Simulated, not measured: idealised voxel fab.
process module | voxel ribs on slabs
cross-section cut | 205 nm wide | cells 5 nm
A cross-section is a grid of square cells, given in bands from the top down. A band is one or more rows of cells.
Each band's line starts with the height of the band's top and of its bottom, in nm. Then come its materials from left to right, each with its width in nm. One material with "throughout" fills the band from edge to edge. "air" is empty space.
Height 0 is the level under which the wafer as received is all one material. The lowest band goes on downwards, as in "0 down".
A width such as "30 to 40" changes by the same amount from each row of cells to the next, from the band's top row to its bottom row.
"no change" after a step means that no cell of the cross-section changed.
closed voids: empty space of 8 cells or more with no open way to the top, each as width x height at its distance from the left edge, in nm
after a step's settings: what the simulator itself notes on the step
overlay nm, on a step with a mask: how far to the right of its planned place the mask lay; to the left if negative
plan
1 op RECEIVE | material Si
2 op DIRECTIONAL_DEP | material SiO2 | thk nm 20
3 op DIRECTIONAL_DEP | material SiN | thk nm 25
4 op DIRECTIONAL_DEP | material aC | thk nm 10
5 op PATTERN | tone cover | mask id RIB | material resist | width nm 20 | thk nm 25 | overlay nm 0
6 op DIRECTIONAL_ETCH | etch materials aC | depth nm 10
7 op STRIP | etch materials resist
8 op DIRECTIONAL_ETCH | etch materials SiN | depth nm 15
9 op STRIP | etch materials aC
10 op MASKED_ETCH | tone cover | mask id SLAB | width nm 70 | etch materials SiN | depth nm 10 | overlay nm 0
11 op FILL_DEP | material SiO2 | thk nm 20
12 op CMP | height nm 55
13 op DIRECTIONAL_DEP | material TiN | thk nm 5
14 op PATTERN | tone cover | mask id HEATER | material resist | width nm 30 | thk nm 15 | overlay nm 0
15 op DIRECTIONAL_ETCH | etch materials TiN | depth nm 5
16 op STRIP | etch materials resist
17 op CONFORMAL_DEP | material SiN | thk nm 10
as received, after step 1
  0 down: Si throughout
  closed voids: none
first wafer at the end, as planned
  70 to 65: air 75 | SiN 50 | air 80
  65 to 60: SiN throughout
  60 to 55: SiN 85 | TiN 30 | SiN 90
  55 to 45: SiO2 throughout
  45 to 30: SiO2 90 | SiN 20 | SiO2 95
  30 to 20: SiO2 65 | SiN 70 | SiO2 70
  20 to 0: SiO2 throughout
  0 down: Si throughout
  closed voids: none
second wafer at the end: like start, like plan, one mistake
  70 to 65: air 75 | SiN 50 | air 80
  65 to 60: SiN throughout
  60 to 55: SiN 85 | TiN 30 | SiN 90
  55 to 45: SiO2 throughout
  45 to 35: SiO2 65 | SiN 25 | SiO2 20 | SiN 25 | SiO2 70
  35 to 30: SiN 90 | SiO2 20 | SiN 95
  30 to 20: SiN throughout
  20 to 0: SiO2 throughout
  0 down: Si throughout
  closed voids: none
what went wrong: step 5 ran as: op PATTERN | tone open | mask id RIB | material resist | width nm 20 | thk nm 25 | overlay nm 0
at the end the second wafer has, in cells: 99 more of SiN | 99 fewer of SiO2
